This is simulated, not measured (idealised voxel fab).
The name of this process module is voxel transistor to metal.
Xsec cut, 210 nm wide, square cell size 5 nm.
We lay out every cross-section as a grid of square cells and spell it out in bands from the top down, where one band means one or more rows of cells.
Within each band entry, the heights of the top and of the bottom of the band appear first, in that order and in nm; the materials of the band then follow from left to right, each with its corresponding width in nm. The designation "full width" on a single material indicates that it fills the band from edge to edge; the designation "air" indicates empty space.
The reference from which all heights are counted is 0, the level beneath which the as-received wafer is entirely one material; the lowest band, having no lower bound, proceeds downward and is written after the example "z 0 and below".
Quick explanation for "30->40": the width changes in equal steps down the rows of cells, from the first number in the band's top row to the second number in its bottom row.
The designation "nothing different", where it is given for a processing step, indicates that no cell of the cross-section was altered in the course of that step.
For the entry "Fully sealed cavities", the listed items are empty spaces with no open way to the top whose size is 8 cells or more; each item follows the pattern width x height at distance, where distance is from the left edge and all three are in nm.
Anything after a step's settings on that line? It's the simulator's own note about the step.
"overlay nm" denotes, for a step that has a mask, the displacement of the mask to the right of its planned place, with negative values corresponding to the left.
-- Process steps foreseen in the plan
| 1 | RECEIVE [material Si] |
| 2 | OXIDIZE [depth nm 5] |
| 3 | CONFORMAL_DEP [material SiN] [thk nm 15] |
| 4 | MASKED_ETCH [tone cover] [mask id ACTIVE] [width nm 115] [etch materials SiN] [depth nm 15] [overlay nm 0] |
| 5 | MASKED_ETCH [tone cover] [mask id ACTIVE] [width nm 115] [etch materials SiO2] [depth nm 5] [overlay nm 0] |
| 6 | MASKED_ETCH [tone cover] [mask id ACTIVE] [width nm 115] [etch materials Si] [depth nm 25] [overlay nm 0] |
| 7 | OXIDIZE [depth nm 5] |
| 8 | FILL_DEP [material SiO2] [thk nm 15] |
| 9 | CMP [height nm 15] |
| 10 | SELECTIVE_ETCH [etch materials SiO2] [depth nm 10] |
| 11 | STRIP [etch materials SiN] |
| 12 | SELECTIVE_ETCH [etch materials SiO2] [depth nm 5] |
| 13 | OXIDIZE [depth nm 5] |
| 14 | DIRECTIONAL_DEP [material polySi] [thk nm 25] |
| 15 | DIRECTIONAL_DEP [material SiCN] [thk nm 10] |
| 16 | DIRECTIONAL_DEP [material aC] [thk nm 10] |
| 17 | PATTERN [tone cover] [mask id GATE] [material resist] [width nm 15] [thk nm 25] [overlay nm 0] |
| 18 | DIRECTIONAL_ETCH [etch materials aC] [depth nm 10] |
| 19 | STRIP [etch materials resist] |
| 20 | DIRECTIONAL_ETCH [etch materials SiCN] [depth nm 20] |
| 21 | DIRECTIONAL_ETCH [etch materials polySi] [depth nm 35] |
| 22 | STRIP [etch materials aC] |
| 23 | CONFORMAL_DEP [material SiN] [thk nm 10] |
| 24 | DIRECTIONAL_ETCH [etch materials SiN] [depth nm 10] |
| 25 | DIRECTIONAL_ETCH [etch materials SiO2] [depth nm 5] |
| 26 | DIRECTIONAL_ETCH [etch materials Si] [depth nm 10] |
| 27 | EPI [material nSi] [thk nm 15] |
| 28 | FILL_DEP [material SiO2] [thk nm 5] |
| 29 | CMP [height nm 30] |
| 30 | DIRECTIONAL_DEP [material SiO2] [thk nm 15] |
| 31 | DIRECTIONAL_DEP [material aC] [thk nm 10] |
| 32 | PATTERN [tone open] [mask id CONTACT] [material resist] [width nm 20] [pitch nm 75] [thk nm 30] [overlay nm 0] |
| 33 | DIRECTIONAL_ETCH [etch materials aC] [depth nm 10] |
| 34 | STRIP [etch materials resist] |
| 35 | DIRECTIONAL_ETCH [etch materials SiO2] [depth nm 50] |
| 36 | STRIP [etch materials aC] |
| 37 | CONFORMAL_DEP [material TiN] [thk nm 5] |
| 38 | FILL_DEP [material W] [thk nm 5] |
| 39 | CMP [height nm 45] |
| 40 | CONFORMAL_DEP [material SiCN] [thk nm 5] |
| 41 | DIRECTIONAL_DEP [material lowk] [thk nm 25] |
| 42 | PATTERN [tone open] [mask id METAL_1] [material resist] [width nm 20] [pitch nm 75] [thk nm 15] [overlay nm 0] |
| 43 | DIRECTIONAL_ETCH [etch materials lowk] [depth nm 25] |
| 44 | DIRECTIONAL_ETCH [etch materials SiCN] [depth nm 5] |
| 45 | STRIP [etch materials resist] |
| 46 | CONFORMAL_DEP [material TiN] [thk nm 5] |
| 47 | FILL_DEP [material Ru] [thk nm 10] |
| 48 | CMP [height nm 75] |
| 49 | CONFORMAL_DEP [material SiN] [thk nm 5] |
-- The cross-section here shows the wafer as received, i.e. in its state after step 1
- z 0 and below = Si full width
- Fully sealed cavities: none
-- Final cross-section, module run with one mistake (start and plan as above)
- z 80 to 75 = SiN full width
- z 75 to 50 = 55 nm lowk | 5 nm TiN | 10 nm Ru | 5 nm TiN | 55 nm lowk | 5 nm TiN | 10 nm Ru | 5 nm TiN | 60 nm lowk
- z 50 to 45 = 55 nm SiCN | 20 nm TiN | 55 nm SiCN | 20 nm TiN | 60 nm SiCN
- z 45 to 30 = 55 nm SiO2 | 5 nm TiN | 10 nm W | 5 nm TiN | 55 nm SiO2 | 5 nm TiN | 10 nm W | 5 nm TiN | 60 nm SiO2
- z 30 to 20 = 55 nm SiO2 | 5 nm TiN | 10 nm W | 5 nm TiN | 10 nm SiO2 | 10 nm SiN | 15 nm SiCN | 10 nm SiN | 10 nm SiO2 | 5 nm TiN | 10 nm W | 5 nm TiN | 60 nm SiO2
- z 20 to 10 = 55 nm SiO2 | 5 nm TiN | 10 nm W | 5 nm TiN | 10 nm SiO2 | 10 nm SiN | 15 nm polySi | 10 nm SiN | 10 nm SiO2 | 5 nm TiN | 10 nm W | 5 nm TiN | 60 nm SiO2
- z 10 to 5 = 55 nm SiO2 | 5 nm TiN | 5 nm W | 10 nm TiN | 10 nm SiO2 | 10 nm SiN | 15 nm polySi | 10 nm SiN | 10 nm SiO2 | 20 nm TiN | 60 nm SiO2
- z 5 to 0 = 55 nm SiO2 | 5 nm TiN | 5 nm W | 5 nm TiN | 15 nm nSi | 10 nm SiN | 15 nm polySi | 10 nm SiN | 35 nm nSi | 55 nm SiO2
- z 0 to -5 = 35 nm SiO2 | 10 nm SiN | 10 nm SiO2 | 15 nm TiN | 15 nm nSi | 10 nm SiN | 15 nm polySi | 10 nm SiN | 30 nm nSi | 10 nm SiN | 50 nm SiO2
- z -5 to -10 = 45 nm SiO2 | 40 nm nSi | 35 nm SiO2 | 30 nm nSi | 60 nm SiO2
- z -10 to -20 = 45 nm SiO2 | 40 nm nSi | 35 nm Si | 30 nm nSi | 5 nm Si | 55 nm SiO2
- z -20 to -35 = 45 nm SiO2 | 110 nm Si | 55 nm SiO2
- z -35 and below = Si full width
- Fully sealed cavities: none
Which mistake was made when the wafer was run? note that step 4 departed from the planned setting and was carried out as MASKED_ETCH [tone cover] [mask id ACTIVE] [width nm 115] [etch materials SiN] [depth nm 15] [overlay nm -5]
